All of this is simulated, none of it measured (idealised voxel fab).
process module | voxel self aligned contacts
cross-section cut | 220 nm wide | cells 5 nm
A cross-section is a grid of square cells, given in bands from the top down. A band is one or more rows of cells.
Each band's line starts with the height of the band's top and of its bottom, in nm. Then come its materials from left to right, each with its width in nm. One material with "throughout" fills the band from edge to edge. "air" is empty space.
Height 0 is the level under which the wafer as received is all one material. The lowest band goes on downwards, as in "0 down".
A width such as "30 to 40" changes by the same amount from each row of cells to the next, from the band's top row to its bottom row.
"no change" after a step means that no cell of the cross-section changed.
closed voids: empty space of 8 cells or more with no open way to the top, each as width x height at its distance from the left edge, in nm
after a step's settings: what the simulator itself notes on the step
overlay nm, on a step with a mask: how far to the right of its planned place the mask lay; to the left if negative
plan
1 op RECEIVE | material Si
2 op OXIDIZE | depth nm 5
3 op DIRECTIONAL_DEP | material polySi | thk nm 30
4 op DIRECTIONAL_DEP | material SiN | thk nm 15
5 op MASKED_ETCH | tone cover | mask id GATE | width nm 30 | pitch nm 60 | etch materials SiN | depth nm 15 | overlay nm 0
6 op MASKED_ETCH | tone cover | mask id GATE | width nm 30 | pitch nm 60 | etch materials polySi | depth nm 30 | overlay nm 0
7 op CONFORMAL_DEP | material SiN | thk nm 5
8 op DIRECTIONAL_ETCH | etch materials SiN | depth nm 5
9 op FILL_DEP | material SiO2 | thk nm 15
10 op CMP | height nm 55
11 op PATTERN | tone open | mask id CONTACT | material resist | width nm 40 | pitch nm 60 | thk nm 20 | overlay nm 0
12 op DIRECTIONAL_ETCH | etch materials SiO2 | depth nm 60
13 op STRIP | etch materials resist
14 op CONFORMAL_DEP | material TiN | thk nm 5
15 op FILL_DEP | material W | thk nm 5
16 op CMP | height nm 55
17 op CONFORMAL_DEP | material SiN | thk nm 5
as received, after step 1
  0 down: Si throughout
  closed voids: none
first wafer at the end, as planned
  60 to 55: SiN throughout
  55 to 45: SiO2 60 | TiN 5 to 15 | W 30 to 10 | TiN 5 to 15 | SiO2 20 | TiN 5 to 15 | W 30 to 10 | TiN 5 to 15 | SiO2 60
  45 to 30: SiO2 30 | SiN 40 | TiN 5 | W 10 | TiN 5 | SiN 40 | TiN 5 | W 10 | TiN 5 | SiN 40 | SiO2 30
  30 to 0: SiO2 30 | SiN 5 | polySi 30 | SiN 5 | TiN 5 | W 10 | TiN 5 | SiN 5 | polySi 30 | SiN 5 | TiN 5 | W 10 | TiN 5 | SiN 5 | polySi 30 | SiN 5 | SiO2 30
  0 to -5: SiO2 70 | TiN 20 | SiO2 40 | TiN 20 | SiO2 70
  -5 down: Si throughout
  closed voids: none
second wafer at the end: like start, like plan, one mistake
  60 to 55: SiN throughout
  55 to 45: SiO2 60 | TiN 5 to 15 | W 30 to 10 | TiN 5 to 15 | SiO2 20 | TiN 5 to 15 | W 30 to 10 | TiN 5 to 15 | SiO2 60
  45 to 30: SiO2 30 | SiN 40 | TiN 5 | W 10 | TiN 5 | SiN 40 | TiN 5 | W 10 | TiN 5 | SiN 40 | SiO2 30
  30 to 10: SiO2 30 | SiN 5 | polySi 30 | SiN 5 | TiN 5 | W 10 | TiN 5 | SiN 5 | polySi 30 | SiN 5 | TiN 5 | W 10 | TiN 5 | SiN 5 | polySi 30 | SiN 5 | SiO2 30
  10 to 5: SiO2 30 | SiN 5 | polySi 30 | SiN 5 | TiN 20 | SiN 5 | polySi 30 | SiN 5 | TiN 20 | SiN 5 | polySi 30 | SiN 5 | SiO2 30
  5 to 0: SiN 35 | polySi 30 | SiN 30 | polySi 30 | SiN 30 | polySi 30 | SiN 35
  0 to -5: SiO2 throughout
  -5 down: Si throughout
  closed voids: none
what went wrong: steps 7 and 8 were swapped
at the end the second wafer has, in cells: 20 more of SiN | 4 fewer of SiO2 | 8 fewer of TiN | 8 fewer of W
